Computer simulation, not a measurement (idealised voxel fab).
This section sets out a process module, namely voxel self aligned contacts.
Section cut is 235 nm wide and gridded with 5 nm square cells.
This document writes a cross-section as a grid whose cells are square, and gives it as bands, listed from the top down; one or more rows of cells form a band. Quick guide to a band line: top height, bottom height (nm) up front; then every material left to right with its width in nm. Only one material and it's marked "edge to edge"? Then it fills the band edge to edge. And "empty" just means empty space. All heights in this document are referenced to 0, defined as the level beneath which the wafer, as received, consists entirely of one material. The lowest band is not bounded below; it extends indefinitely downward and is written in the form "top 0, no bottom". The width entry "30 to 40" should be interpreted row by row: the top row of cells in the band takes the first number, the bottom row takes the second number, and the change between adjacent rows is uniform throughout. You'll sometimes find "remained unchanged" written for a step, and that's the way of saying that nowhere in the cross-section did a cell change during that step. "Voids, sealed" means: voids of 8 cells or more that are shut off from the top with no open way through. Written width x height at distance, distance from the left edge, in nm. What comes after the settings on a step's line is commentary from the simulator itself on that step. overlay nm: where the mask lay relative to plan, measured to the right, on steps with a mask; negatives go left.

-- Steps planned for the process
step 1: RECEIVE | material Si
step 2: OXIDIZE | depth nm 5
step 3: DIRECTIONAL_DEP | material polySi | thk nm 25
step 4: DIRECTIONAL_DEP | material SiN | thk nm 15
step 5: MASKED_ETCH | tone cover | mask id GATE | width nm 25 | pitch nm 50 | etch materials SiN | depth nm 15 | overlay nm 0
step 6: MASKED_ETCH | tone cover | mask id GATE | width nm 15 | pitch nm 50 | etch materials polySi | depth nm 25 | overlay nm 0
step 7: CONFORMAL_DEP | material SiN | thk nm 5
step 8: DIRECTIONAL_ETCH | etch materials SiN | depth nm 5
step 9: FILL_DEP | material SiO2 | thk nm 20
step 10: CMP | height nm 50
step 11: PATTERN | tone open | mask id CONTACT | material resist | width nm 35 | thk nm 15 | overlay nm 0
step 12: DIRECTIONAL_ETCH | etch materials SiO2 | depth nm 55
step 13: STRIP | etch materials resist
step 14: CONFORMAL_DEP | material TiN | thk nm 5
step 15: FILL_DEP | material W | thk nm 5
step 16: CMP | height nm 50
step 17: CONFORMAL_DEP | material SiCN | thk nm 5
Keep in mind the plan's value for the width nm of step 6 comes from the first wafer; the wafers don't share that setting, but they do share the same starting point.

-- First wafer of several, as received: cross-section after step 1
top 0, no bottom = Si edge to edge
Voids, sealed: none

-- Depicted here is the first of several wafers in cross-section, at module completion following the last step, step 17
top 55, bottom 50 = SiCN edge to edge
top 50, bottom 40 = 100 SiO2; 5 to 15 TiN; 25 to 5 W; 5 to 15 TiN; 100 SiO2
top 40, bottom 25 = 75 SiO2; 35 SiN; 5 TiN; 5 W; 5 TiN; 35 SiN; 75 SiO2
top 25, bottom 0 = 75 SiO2; 5 SiN; 25 polySi; 5 SiN; 5 TiN; 5 W; 5 TiN; 5 SiN; 25 polySi; 5 SiN; 75 SiO2
top 0, bottom -5 = 110 SiO2; 15 TiN; 110 SiO2
top -5, no bottom = Si edge to edge
Voids, sealed: none

-- Showing the last wafer in cross-section at the end of the module
top 55, bottom 50 = SiCN edge to edge
top 50, bottom 40 = 100 SiO2; 5 to 15 TiN; 25 to 5 W; 5 to 15 TiN; 100 SiO2
top 40, bottom 30 = 75 SiO2; 35 SiN; 5 TiN; 5 W; 5 TiN; 35 SiN; 75 SiO2
top 30, bottom 25 = 75 SiO2; 35 SiN; 15 TiN; 35 SiN; 75 SiO2
top 25, bottom 0 = 70 SiO2; 5 SiN; 35 polySi; 5 SiN; 5 TiN; 5 SiN; 35 polySi; 5 SiN; 70 SiO2
top 0, bottom -5 = 115 SiO2; 5 TiN; 115 SiO2
top -5, no bottom = Si edge to edge
Voids, sealed: none

-- Tabulated below, wafer by wafer, are the end-of-module results: for each material, the number of cells gained (+) or lost (-) relative to the as-received state, followed by the closed voids
width nm 15, -47 Si, +47 SiCN, +62 SiN, +364 SiO2, +27 TiN, +14 W, +50 polySi, Voids, sealed: none
width nm 20, -47 Si, +47 SiCN, +62 SiN, +364 SiO2, +27 TiN, +14 W, +50 polySi, Voids, sealed: none
width nm 25, -47 Si, +47 SiCN, +62 SiN, +364 SiO2, +27 TiN, +14 W, +50 polySi, Voids, sealed: none
width nm 30, -47 Si, +47 SiCN, +62 SiN, +360 SiO2, +27 TiN, +8 W, +60 polySi, Voids, sealed: none
width nm 35, -47 Si, +47 SiCN, +62 SiN, +356 SiO2, +21 TiN, +8 W, +70 polySi, Voids, sealed: none
